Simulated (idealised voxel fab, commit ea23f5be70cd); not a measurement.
The process module that follows is named voxel ribs on slabs.
Pictured: cross-section cut, 205 nm wide, on a grid of 5 nm square cells.
Each cross-section below is a grid of square cells, stated as bands in top-down order, with one or more rows of cells making up each band.
Heads up on the band format: heights come first, top then bottom, in nm. After that it's the materials left to right, each with its width in nm. A single material flagged "everywhere" fills the whole band edge to edge, and "air" means there's empty space there.
Heights are reckoned from 0. Under this level, the received wafer is all of one material. The bottommost band is open-ended downward, for example "0 and below".
Width spec "30->40" -> top row of cells at first value, bottom row at second value, equal per-row change in between.
"no change occurred" for a step: no cell of the cross-section changed in that step.
Any empty space of 8 cells or more lacking an open way to the top shows up in "Enclosed void listing" as width x height at distance, distance from the left edge, in nm.
What comes after the settings on a step's line is commentary from the simulator itself on that step.
overlay nm: step with mask; distance mask lay right of planned place; negative value = left of planned place.

# plan
1 RECEIVE | material Si
2 DIRECTIONAL_DEP | material SiO2 | thk nm 25
3 DIRECTIONAL_DEP | material SiN | thk nm 15
4 DIRECTIONAL_DEP | material aC | thk nm 10
5 PATTERN | tone cover | mask id RIB | material resist | width nm 20 | thk nm 25 | overlay nm 0
6 DIRECTIONAL_ETCH | etch materials aC | depth nm 10
7 STRIP | etch materials resist
8 DIRECTIONAL_ETCH | etch materials SiN | depth nm 5
9 STRIP | etch materials aC
10 MASKED_ETCH | tone cover | mask id SLAB | width nm 60 | etch materials SiN | depth nm 10 | overlay nm 0
11 FILL_DEP | material SiO2 | thk nm 15
12 CMP | height nm 50
13 DIRECTIONAL_DEP | material W | thk nm 10
14 PATTERN | tone cover | mask id HEATER | material resist | width nm 30 | thk nm 15 | overlay nm 0
15 DIRECTIONAL_ETCH | etch materials W | depth nm 10
16 STRIP | etch materials resist
17 CONFORMAL_DEP | material SiN | thk nm 5

# The first wafer of two, processed as planned

# Cross-section, incoming material, after step 1
    0 and below: Si everywhere
    Enclosed void listing: none

# The wafer, seen in cross-section, after step 2
    25 down to 0: SiO2 everywhere
    All layers under 0 are left as they were.

# The wafer, seen in cross-section, after step 3
    40 down to 25: SiN everywhere
    All layers under 25 are left as they were.

# The wafer, seen in cross-section, after step 4
    50 down to 40: aC everywhere
    All layers under 40 are left as they were.

# The wafer, seen in cross-section, after step 5
    75 down to 50: air=90, then resist=20, then air=95
    All layers under 50 are left as they were.

# The wafer, seen in cross-section, after step 6
    65 down to 50: air=90, then resist=20, then air=95
    50 down to 40: air=90, then aC=20, then air=95
    All layers under 40 are left as they were.

# The wafer, seen in cross-section, after step 7
    50 down to 40: air=90, then aC=20, then air=95
    All layers under 40 are left as they were.

# The wafer, seen in cross-section, after step 8
    50 down to 40: air=90, then aC=20, then air=95
    40 down to 35: air=90, then SiN=20, then air=95
    All layers under 35 are left as they were.

# The wafer, seen in cross-section, after step 9
    40 down to 35: air=90, then SiN=20, then air=95
    All layers under 35 are left as they were.

# The wafer, seen in cross-section, after step 10
    40 down to 35: air=90, then SiN=20, then air=95
    35 down to 25: air=70, then SiN=60, then air=75
    All layers under 25 are left as they were.

# The wafer, seen in cross-section, after step 11
    55 down to 40: SiO2 everywhere
    40 down to 35: SiO2=90, then SiN=20, then SiO2=95
    35 down to 25: SiO2=70, then SiN=60, then SiO2=75
    All layers under 25 are left as they were.

# The wafer, seen in cross-section, after step 12
    50 down to 40: SiO2 everywhere
    All layers under 40 are left as they were.

# The wafer, seen in cross-section, after step 13
    60 down to 50: W everywhere
    All layers under 50 are left as they were.

# The wafer, seen in cross-section, after step 14
    75 down to 60: air=85, then resist=30, then air=90
    All layers under 60 are left as they were.

# The wafer, seen in cross-section, after step 15
    75 down to 60: air=85, then resist=30, then air=90
    60 down to 50: air=85, then W=30, then air=90
    All layers under 50 are left as they were.

# The wafer, seen in cross-section, after step 16
    60 down to 50: air=85, then W=30, then air=90
    All layers under 50 are left as they were.

# The wafer, seen in cross-section, after step 17
    65 down to 60: air=80, then SiN=40, then air=85
    60 down to 55: air=80, then SiN=5, then W=30, then SiN=5, then air=85
    55 down to 50: SiN=85, then W=30, then SiN=90
    All layers under 50 are left as they were.

# Second wafer. Start and plan as for the first. One mistake made in running. Agrees with the first up to and including step 4

# Cross-section of the second wafer corresponding to the planned conclusion of step 5
    75 down to 50: resist=90, then air=20, then resist=95
    All layers under 50 are left as they were.

# Cross-section of the second wafer corresponding to the planned conclusion of step 6
    65 down to 50: resist=90, then air=20, then resist=95
    50 down to 40: aC=90, then air=20, then aC=95
    All layers under 40 are left as they were.

# Cross-section of the second wafer corresponding to the planned conclusion of step 7
    50 down to 40: aC=90, then air=20, then aC=95
    All layers under 40 are left as they were.

# Cross-section of the second wafer corresponding to the planned conclusion of step 8
    50 down to 40: aC=90, then air=20, then aC=95
    40 down to 35: SiN=90, then air=20, then SiN=95
    All layers under 35 are left as they were.

# Cross-section of the second wafer corresponding to the planned conclusion of step 9
    40 down to 35: SiN=90, then air=20, then SiN=95
    All layers under 35 are left as they were.

# Cross-section of the second wafer corresponding to the planned conclusion of step 10
    40 down to 35: air=70, then SiN=20, then air=20, then SiN=20, then air=75
    35 down to 30: air=70, then SiN=60, then air=75
    All layers under 30 are left as they were.

# Cross-section of the second wafer corresponding to the planned conclusion of step 11
    55 down to 40: SiO2 everywhere
    40 down to 35: SiO2=70, then SiN=20, then SiO2=20, then SiN=20, then SiO2=75
    35 down to 30: SiO2=70, then SiN=60, then SiO2=75
    All layers under 30 are left as they were.

# Cross-section of the second wafer corresponding to the planned conclusion of step 12
    50 down to 40: SiO2 everywhere
    All layers under 40 are left as they were.

# Cross-section of the second wafer corresponding to the planned conclusion of step 13
    60 down to 50: W everywhere
    All layers under 50 are left as they were.

# Cross-section of the second wafer corresponding to the planned conclusion of step 14
    75 down to 60: air=85, then resist=30, then air=90
    All layers under 60 are left as they were.

# Cross-section of the second wafer corresponding to the planned conclusion of step 15
    75 down to 60: air=85, then resist=30, then air=90
    60 down to 50: air=85, then W=30, then air=90
    All layers under 50 are left as they were.

# Cross-section of the second wafer corresponding to the planned conclusion of step 16
    60 down to 50: air=85, then W=30, then air=90
    All layers under 50 are left as they were.

# Cross-section of the second wafer corresponding to the planned conclusion of step 17
    65 down to 60: air=80, then SiN=40, then air=85
    60 down to 55: air=80, then SiN=5, then W=30, then SiN=5, then air=85
    55 down to 50: SiN=85, then W=30, then SiN=90
    All layers under 50 are left as they were.
Here's what went sideways: for step 5, the planned setting was not used; the step was instead run as PATTERN | tone open | mask id RIB | material resist | width nm 20 | thk nm 25 | overlay nm 0
At the finish, the second wafer shows more or fewer cells for some materials than the first does: +33 SiN; -33 SiO2
